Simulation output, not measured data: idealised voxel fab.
Process module heading - voxel spacer lines
Xsec cut, 155 nm wide, square cell size 5 nm.
We lay out every cross-section as a grid of square cells and spell it out in bands from the top down, where one band means one or more rows of cells. For a band, the entry starts with two heights in nm, that of the top and then that of the bottom, and carries on with the band's materials in order from left to right, each alongside its width in nm; the word "throughout" beside a single material means it fills the band edge to edge, and "blank" means empty space. Height is counted from the level 0, under which the received wafer is composed throughout of one material. The lowest of the bands is not closed at the bottom but continues downward, in the notation "top 0, no bottom". With a width like "30 to 40", each row of cells in the band differs from the next by the same amount, the top row carrying the first number and the bottom row the second. Key: "remains unaltered" - step with no changed cell in the cross-section. Entry "Enclosed internal voids". Content: empty spaces with no open connection to the top, size 8 cells or greater. Each: width x height at distance. Distance: from left edge. Unit: nm. Step line, after settings: the simulator's comment on this step. overlay nm: mask right of planned place by this much (step with mask). Neg. = left.
# The following list gives the planned process steps
1,RECEIVE, material Si
2,CONFORMAL_DEP, material Al2O3, thk nm 10
3,DIRECTIONAL_DEP, material W, thk nm 20
4,DIRECTIONAL_DEP, material aC, thk nm 30
5,PATTERN, tone cover, mask id MANDREL, material resist, width nm 20, pitch nm 60, thk nm 40, overlay nm 0
6,DIRECTIONAL_ETCH, etch materials aC, depth nm 30
7,STRIP, etch materials resist
8,CONFORMAL_DEP, material SiN, thk nm 10
9,DIRECTIONAL_ETCH, etch materials SiN, depth nm 5
10,STRIP, etch materials aC
11,DIRECTIONAL_ETCH, etch materials W, depth nm 20
12,STRIP, etch materials SiN
Don't read the plan's depth nm for step 9 as applying to every wafer: that's the first wafer's value, and the wafers differ in it, though they all start identical.
# Cross-sectional view of the first of several wafers in the as-received condition, corresponding to the state following step 1
  top 0, no bottom: Si throughout
  Enclosed internal voids: none
# Cross-section, first of several wafers, end of module, after last step 12
  top 60, bottom 30: blank 35; aC 20; blank 40; aC 20; blank 40
  top 30, bottom 10: W throughout
  top 10, bottom 0: Al2O3 throughout
  top 0, no bottom: Si throughout
  Enclosed internal voids: none
# Showing the last wafer in cross-section at the end of the module
  top 30, bottom 10: blank 25; W 10; blank 20; W 10; blank 20; W 10; blank 20; W 10; blank 30
  top 10, bottom 0: Al2O3 throughout
  top 0, no bottom: Si throughout
  Enclosed internal voids: none
# Row per wafer, end-of-module: cell gain (+)/loss (-) by material since the wafer came in, then closed voids
depth nm 5 | +62 Al2O3 | +124 W | +48 aC | Enclosed internal voids: none
depth nm 10 | +62 Al2O3 | +32 W | Enclosed internal voids: none
depth nm 15 | +62 Al2O3 | +32 W | Enclosed internal voids: none
depth nm 20 | +62 Al2O3 | +32 W | Enclosed internal voids: none
depth nm 25 | +62 Al2O3 | +32 W | Enclosed internal voids: none
